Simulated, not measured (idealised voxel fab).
process module | voxel lift off
cross-section cut | 270 nm wide | cells 5 nm
A cross-section is a grid of square cells, given in bands from the top down. A band is one or more rows of cells.
Each band's line starts with the height of the band's top and of its bottom, in nm. Then come its materials from left to right, each with its width in nm. One material with "throughout" fills the band from edge to edge. "air" is empty space.
Height 0 is the level under which the wafer as received is all one material. The lowest band goes on downwards, as in "0 down".
A width such as "30 to 40" changes by the same amount from each row of cells to the next, from the band's top row to its bottom row.
"no change" after a step means that no cell of the cross-section changed.
closed voids: empty space of 8 cells or more with no open way to the top, each as width x height at its distance from the left edge, in nm
after a step's settings: what the simulator itself notes on the step
overlay nm, on a step with a mask: how far to the right of its planned place the mask lay; to the left if negative
plan
1 op RECEIVE | material Si
2 op CONFORMAL_DEP | material SiN | thk nm 5
3 op PATTERN | tone open | mask id LINES | material resist | width nm 15 | pitch nm 45 | thk nm 20 | overlay nm 0
4 op DIRECTIONAL_DEP | material Ru | thk nm 10
5 op STRIP | etch materials resist
6 op CONFORMAL_DEP | material SiCN | thk nm 10
varied across the wafers: width nm of step 3. The plan shows the first wafer's value. All wafers start alike
first wafer as received, after step 1
  0 down: Si throughout
  closed voids: none
first wafer at the end, after step 6
  25 to 15: air 50 | SiCN 35 | air 10 | SiCN 35 | air 10 | SiCN 35 | air 10 | SiCN 35 | air 50
  15 to 5: SiCN 60 | Ru 15 | SiCN 30 | Ru 15 | SiCN 30 | Ru 15 | SiCN 30 | Ru 15 | SiCN 60
  5 to 0: SiN throughout
  0 down: Si throughout
  closed voids: none
last wafer at the end
  25 to 15: air 45 | SiCN 185 | air 40
  15 to 5: SiCN 55 | Ru 30 | SiCN 15 | Ru 30 | SiCN 15 | Ru 30 | SiCN 15 | Ru 30 | SiCN 50
  5 to 0: SiN throughout
  0 down: Si throughout
  closed voids: none
each wafer at the end: cells of each material gained (+) or lost (-) since it was received, then its closed voids
width nm 15 | +24 Ru | +140 SiCN | +54 SiN | closed voids: none
width nm 20 | +32 Ru | +140 SiCN | +54 SiN | closed voids: none
width nm 25 | +40 Ru | +140 SiCN | +54 SiN | closed voids: none
width nm 30 | +48 Ru | +134 SiCN | +54 SiN | closed voids: none
